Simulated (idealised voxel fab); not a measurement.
Process module in this document: voxel trench capacitor
Section shown: cut. Width: 205 nm. Cell size: 5 nm, square.
Cross-section format: a grid of square cells, given as bands from top to bottom; each band is one or more rows of cells. Look at the band entry: it leads with the top's height and the bottom's height in nm. Then it lists the materials left to right, with a width in nm for each. The word "edge to edge" on a single material says that material fills the band edge to edge. The word "empty" is empty space. Beneath 0, the wafer as received is one material, and that level is where height counting begins. The lowest band goes on downward without a bottom; it is written like "from 0 down". With a width like "30 to 40", each row of cells in the band differs from the next by the same amount, the top row carrying the first number and the bottom row the second. It should be understood that the words "no alterations made", when stated for a given step, signify that the cross-section underwent no change in any of its cells during that step. Heads up: "Closed internal voids" only lists the empty pockets with no open path to the top that are 8 cells or more, and it writes them as width x height at distance, distance from the left edge, in nm. Formally, on a step line, whatever follows the settings is a remark that the simulator itself makes on the step. A step's line can hold "overlay nm"; with a mask on that step, the setting says how far right of the planned place the mask lay, while a negative setting says it lay to the left.

### Set out below are the planned steps of the process
1. RECEIVE | material Si
2. CONFORMAL_DEP | material SiN | thk nm 10
3. DIRECTIONAL_DEP | material aC | thk nm 10
4. PATTERN | tone open | mask id TRENCH | material resist | width nm 15 | pitch nm 45 | thk nm 25 | overlay nm 0
5. DIRECTIONAL_ETCH | etch materials aC | depth nm 10
6. STRIP | etch materials resist
7. DIRECTIONAL_ETCH | etch materials SiN | depth nm 10
8. DIRECTIONAL_ETCH | etch materials Si | depth nm 40
9. STRIP | etch materials aC
10. CONFORMAL_DEP | material Al2O3 | thk nm 5
11. FILL_DEP | material polySi | thk nm 5
12. CMP | height nm 10

### Shown in cross-section is the wafer as received, that is, as it stands after step 1
    from 0 down  Si edge to edge
    Closed internal voids: none

### Module complete - cross-section of the first of two wafers, run according to plan
    from 10 to 0  50 of SiN, 5 of Al2O3, 5 of polySi, 5 of Al2O3, 30 of SiN, 5 of Al2O3, 5 of polySi, 5 of Al2O3, 30 of SiN, 5 of Al2O3, 5 of polySi, 5 of Al2O3, 50 of SiN
    from 0 to -35  50 of Si, 5 of Al2O3, 5 of polySi, 5 of Al2O3, 30 of Si, 5 of Al2O3, 5 of polySi, 5 of Al2O3, 30 of Si, 5 of Al2O3, 5 of polySi, 5 of Al2O3, 50 of Si
    from -35 to -40  50 of Si, 15 of Al2O3, 30 of Si, 15 of Al2O3, 30 of Si, 15 of Al2O3, 50 of Si
    from -40 down  Si edge to edge
    Closed internal voids: none

### Second wafer through the module, sectioned at the end: same beginning and same plan as the first wafer, with one mistake in carrying it out
    from 10 to 0  45 of SiN, 5 of Al2O3, 15 of polySi, 5 of Al2O3, 20 of SiN, 5 of Al2O3, 15 of polySi, 5 of Al2O3, 20 of SiN, 5 of Al2O3, 15 of polySi, 5 of Al2O3, 45 of SiN
    from 0 to -35  45 of Si, 5 of Al2O3, 15 of polySi, 5 of Al2O3, 20 of Si, 5 of Al2O3, 15 of polySi, 5 of Al2O3, 20 of Si, 5 of Al2O3, 15 of polySi, 5 of Al2O3, 45 of Si
    from -35 to -40  45 of Si, 25 of Al2O3, 20 of Si, 25 of Al2O3, 20 of Si, 25 of Al2O3, 45 of Si
    from -40 down  Si edge to edge
    Closed internal voids: none
Plan not followed: step 4 did not happen as planned, as run it was PATTERN | tone open | mask id TRENCH | material resist | width nm 25 | pitch nm 45 | thk nm 25 | overlay nm 0
At the finish, the second wafer shows more or fewer cells for some materials than the first does: Al2O3: 6 more | Si: 48 fewer | SiN: 12 fewer | polySi: 54 more
